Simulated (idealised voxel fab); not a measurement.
process module | voxel released beams
cross-section cut | 250 nm wide | cells 5 nm
A cross-section is a grid of square cells, given in bands from the top down. A band is one or more rows of cells.
Each band's line starts with the height of the band's top and of its bottom, in nm. Then come its materials from left to right, each with its width in nm. One material with "throughout" fills the band from edge to edge. "air" is empty space.
Height 0 is the level under which the wafer as received is all one material. The lowest band goes on downwards, as in "0 down".
A width such as "30 to 40" changes by the same amount from each row of cells to the next, from the band's top row to its bottom row.
"no change" after a step means that no cell of the cross-section changed.
closed voids: empty space of 8 cells or more with no open way to the top, each as width x height at its distance from the left edge, in nm
after a step's settings: what the simulator itself notes on the step
overlay nm, on a step with a mask: how far to the right of its planned place the mask lay; to the left if negative
plan
1 op RECEIVE | material Si
2 op CONFORMAL_DEP | material Al2O3 | thk nm 5
3 op DIRECTIONAL_DEP | material SiO2 | thk nm 10
4 op PATTERN | tone open | mask id ANCHOR | material resist | width nm 30 | thk nm 15 | overlay nm 0
5 op DIRECTIONAL_ETCH | etch materials SiO2 | depth nm 10
6 op STRIP | etch materials resist
7 op CONFORMAL_DEP | material SiN | thk nm 10
8 op PATTERN | tone cover | mask id BEAM | material resist | width nm 90 | thk nm 15 | overlay nm 0
9 op DIRECTIONAL_ETCH | etch materials SiN | depth nm 10
10 op STRIP | etch materials resist
11 op STRIP | etch materials SiO2
varied across the wafers: width nm of step 8. The plan shows the first wafer's value. All wafers start alike
first wafer as received, after step 1
  0 down: Si throughout
  closed voids: none
each wafer at the end: cells of each material gained (+) or lost (-) since it was received, then its closed voids
width nm 90 | +50 Al2O3 | +44 SiN | closed voids: none
width nm 95 | +50 Al2O3 | +46 SiN | closed voids: none
width nm 100 | +50 Al2O3 | +48 SiN | closed voids: none
width nm 105 | +50 Al2O3 | +50 SiN | closed voids: none
width nm 110 | +50 Al2O3 | +52 SiN | closed voids: none
width nm 115 | +50 Al2O3 | +54 SiN | closed voids: none
